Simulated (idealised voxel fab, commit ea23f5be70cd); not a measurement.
Documented hereafter: the process module known as voxel tone inversion.
cross-section cut | 295 nm wide | cells 5 nm
Bands, listed from the top down, are how a cross-section gets written in this document; the cross-section itself is a grid of square cells, and a band is one or more rows of them. The entry gives the band's vertical extent as a top height and a bottom height in nm, then its horizontal make-up as materials from left to right, each with a width in nm. "empty" stands for empty space; a single material marked "throughout" fills the band edge to edge. It should be noted that heights are counted from 0, beneath which the wafer as supplied is of one material throughout, and that the lowest band possesses no lower boundary but continues downward, as written in "from 0 down". With a width like "30..40", each row of cells in the band differs from the next by the same amount, the top row carrying the first number and the bottom row the second. It should be understood that the words "no change", when stated for a given step, signify that the cross-section underwent no change in any of its cells during that step. Closed empty spaces (no open way to the top) of 8 cells or more are what "Enclosed void list" lists, each as width x height at distance from the left edge, nm for all three. What comes after the settings on a step's line is commentary from the simulator itself on that step. Steps that use a mask can have "overlay nm" on their line. It says how far the mask sat to the right of where it was meant to be. Negative means to the left.
# Here's what the planned process steps look like
- 1: RECEIVE, material Si
- 2: CONFORMAL_DEP, material SiCN, thk nm 5
- 3: DIRECTIONAL_DEP, material aC, thk nm 25
- 4: PATTERN, tone cover, mask id POSTS, material resist, width nm 25, pitch nm 40, thk nm 35, overlay nm 0
- 5: DIRECTIONAL_ETCH, etch materials aC, depth nm 25
- 6: STRIP, etch materials resist
- 7: FILL_DEP, material lowk, thk nm 5
- 8: CMP, height nm 30
- 9: STRIP, etch materials aC
# Cross-section of the incoming wafer, state after step 1
* from 0 down = Si throughout
* Enclosed void list: none
# The first of two wafers, cross-sectioned at the end of the module, with the run proceeding as planned
* from 30 to 5 = 75 lowk | 25 empty | 15 lowk | 25 empty | 15 lowk | 25 empty | 15 lowk | 25 empty | 75 lowk
* from 5 to 0 = SiCN throughout
* from 0 down = Si throughout
* Enclosed void list: none
# Cross-section, wafer two of two, end of module: same start and plan as wafer one, one error in execution
* from 30 to 5 = 80 lowk | 15 empty | 25 lowk | 15 empty | 25 lowk | 15 empty | 25 lowk | 15 empty | 80 lowk
* from 5 to 0 = SiCN throughout
* from 0 down = Si throughout
* Enclosed void list: none
The mistake made against the process plan was this: planned and actual differ for step 4; actual: PATTERN, tone cover, mask id POSTS, material resist, width nm 15, pitch nm 40, thk nm 35, overlay nm 0
Count the cells at the end and the second wafer has more or fewer of some materials than the first: +40 lowk
